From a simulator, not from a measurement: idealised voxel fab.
Name of the process module below: voxel capacitor over wiring
In the cross-section labelled cut, the width is 295 nm and each square cell is 5 nm.
Notation: cross-section as square-cell grid; stated in bands, top first, going down; one or more cell rows per band. Look at the band entry: it leads with the top's height and the bottom's height in nm. Then it lists the materials left to right, with a width in nm for each. The word "throughout" on a single material says that material fills the band edge to edge. The word "blank" is empty space. Convention: height 0 is the level below which the wafer, as received, is all one material. The lowest band does not terminate at the bottom but continues downward, represented as "top 0, no bottom". Per-row width for "30->40": begins at first number (top row of band), ends at second number (bottom row), increment between rows held constant. "same as before" (step): cross-section cells unchanged, all of them. Reported under the label "Closed empty spaces" are the empty spaces having no open way to the top and comprising 8 cells or more; the notation for each is width x height at distance, in which the distance is measured from the left edge and all three values are in nm. Text after the settings on a step's line: the simulator's own remark on that step. Each step line may optionally specify "overlay nm", which for a step with a mask gives the rightward distance between the mask's planned place and where it lay, a negative value indicating the leftward direction.

Set out below are the planned steps of the process:
- 1: RECEIVE: material Si
- 2: CONFORMAL_DEP: material SiO2, thk nm 15
- 3: CONFORMAL_DEP: material SiCN, thk nm 5
- 4: DIRECTIONAL_DEP: material SiO2, thk nm 25
- 5: PATTERN: tone open, mask id METAL_1, material resist, width nm 30, pitch nm 95, thk nm 20, overlay nm 0
- 6: DIRECTIONAL_ETCH: etch materials SiO2, depth nm 25
- 7: DIRECTIONAL_ETCH: etch materials SiCN, depth nm 5
- 8: STRIP: etch materials resist
- 9: CONFORMAL_DEP: material TiN, thk nm 5
- 10: FILL_DEP: material Cu, thk nm 10
- 11: CMP: height nm 45
- 12: CONFORMAL_DEP: material SiCN, thk nm 5
- 13: DIRECTIONAL_DEP: material SiO2, thk nm 10
- 14: MASKED_ETCH: tone open, mask id PLUG_1, width nm 15, etch materials SiO2, depth nm 10, overlay nm 0
- 15: MASKED_ETCH: tone open, mask id PLUG_1, width nm 15, etch materials SiCN, depth nm 5, overlay nm 0
- 16: EPI: material Ru, thk nm 10
- 17: EPI: material Ru, thk nm 5
- 18: DIRECTIONAL_DEP: material TiN, thk nm 5
- 19: DIRECTIONAL_DEP: material SiN, thk nm 5
- 20: DIRECTIONAL_DEP: material TiN, thk nm 5
- 21: MASKED_ETCH: tone cover, mask id UPPER_PLATE, width nm 70, etch materials TiN, depth nm 5, overlay nm 0
- 22: MASKED_ETCH: tone cover, mask id UPPER_PLATE, width nm 70, etch materials SiN, depth nm 5, overlay nm 0
- 23: DIRECTIONAL_DEP: material aC, thk nm 15
- 24: PATTERN: tone cover, mask id LOWER_PLATE, material resist, width nm 80, thk nm 35, overlay nm 0
- 25: DIRECTIONAL_ETCH: etch materials aC, depth nm 15
- 26: STRIP: etch materials resist
- 27: DIRECTIONAL_ETCH: etch materials TiN, depth nm 5
- 28: STRIP: etch materials aC
- 29: FILL_DEP: material SiO2, thk nm 15
- 30: CMP: height nm 85
- 31: DIRECTIONAL_DEP: material aC, thk nm 10
- 32: PATTERN: tone open, mask id PLUG_2, material resist, width nm 15, thk nm 25, overlay nm 0
- 33: DIRECTIONAL_ETCH: etch materials aC, depth nm 10
- 34: STRIP: etch materials resist
- 35: DIRECTIONAL_ETCH: etch materials SiO2, depth nm 10
- 36: STRIP: etch materials aC
- 37: CONFORMAL_DEP: material TiN, thk nm 5
- 38: FILL_DEP: material Ru, thk nm 5
- 39: CMP: height nm 85
- 40: CONFORMAL_DEP: material SiCN, thk nm 5
Quick note for whoever runs this: the wafers start identical, but the thk nm at step 18 isn't the same across them. The plan just shows what the first wafer had.

Cross-section of the first of several wafers as received (after step 1):
top 0, no bottom: Si throughout
Closed empty spaces: none

The rows of the table below are wafers. Looking at the end of the module, a row counts, for every material, the cells the wafer has gained, shown as (+), or lost, shown as (-), since it was received; its closed voids come next:
thk nm 5 | +40 Cu | +10 Ru | +162 SiCN | +14 SiN | +769 SiO2 | +67 TiN | Closed empty spaces: none
thk nm 10 | +40 Cu | +9 Ru | +162 SiCN | +14 SiN | +713 SiO2 | +124 TiN | Closed empty spaces: none
thk nm 15 | +40 Cu | +9 Ru | +162 SiCN | +14 SiN | +657 SiO2 | +180 TiN | Closed empty spaces: none
thk nm 20 | +40 Cu | +9 Ru | +162 SiCN | +14 SiN | +612 SiO2 | +225 TiN | Closed empty spaces: none
